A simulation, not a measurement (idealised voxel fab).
The document below concerns the process module designated voxel double patterning.
Shown is cross-section cut, with a width of 180 nm and square cells of size 5 nm.
Think of the cross-section as a grid of square cells. We describe it in bands, top to bottom, and each band covers one or more rows of those cells.
First you get the band's top height and its bottom height, in nm, and then the materials it's made of, left to right, with each width in nm. If you see a single material with "edge to edge", that one covers the band edge to edge. "empty" is empty space.
Note: height 0 marks the level under which the wafer is uniformly one material as received. Lowest band unbounded below, written "0 and below".
Think of "30..40" as a width that walks from the first number to the second as you go down the band, top row to bottom row, taking equal-sized steps from row to row.
Given "left unchanged" for a step, no cell of the cross-section differs between before and after that step.
If an empty space has no open way to the top and is at least 8 cells in size, "Trapped voids" lists it, written width x height at distance, where distance is measured from the left edge and every value is in nm.
Note: text after step settings on the step line = simulator remark on that step.
On any step carrying a mask, the "overlay nm" setting, if present on the step's line, tells how far right of its planned place the mask lay; negative values point to the left.

### The steps planned for the process are as follows
step 1: RECEIVE with material Si
step 2: CONFORMAL_DEP with material SiO2, thk nm 10
step 3: DIRECTIONAL_DEP with material polySi, thk nm 10
step 4: DIRECTIONAL_DEP with material SiCN, thk nm 5
step 5: MASKED_ETCH with tone open, mask id FIRST, width nm 15, pitch nm 50, etch materials SiCN, depth nm 5, overlay nm 0
step 6: MASKED_ETCH with tone open, mask id SECOND, width nm 15, etch materials SiCN, depth nm 5, overlay nm 0
step 7: DIRECTIONAL_ETCH with etch materials polySi, depth nm 10
step 8: STRIP with etch materials SiCN

### as received, after step 1
	0 and below: Si edge to edge
	Trapped voids: none

### The first of the two wafers as seen in cross-section once the module was finished; processing followed the plan
	20 down to 10: polySi 55; empty 15; polySi 10; empty 15; polySi 10; empty 15; polySi 60
	10 down to 0: SiO2 edge to edge
	0 and below: Si edge to edge
	Trapped voids: none

### This cross-section belongs to the second wafer of two at the end of the module; the start and the plan were shared with the first, and the run included one mistake
	25 down to 20: SiO2 edge to edge
	20 down to 10: polySi edge to edge
	10 down to 0: SiO2 edge to edge
	0 and below: Si edge to edge
	Trapped voids: none
Short version of what went wrong: step 4 was processed under conditions differing from the plan, specifically as DIRECTIONAL_DEP with material SiO2, thk nm 5
Final tally in cells, some materials are higher or lower on the second wafer than on the first: 36 more of SiO2; 18 more of polySi
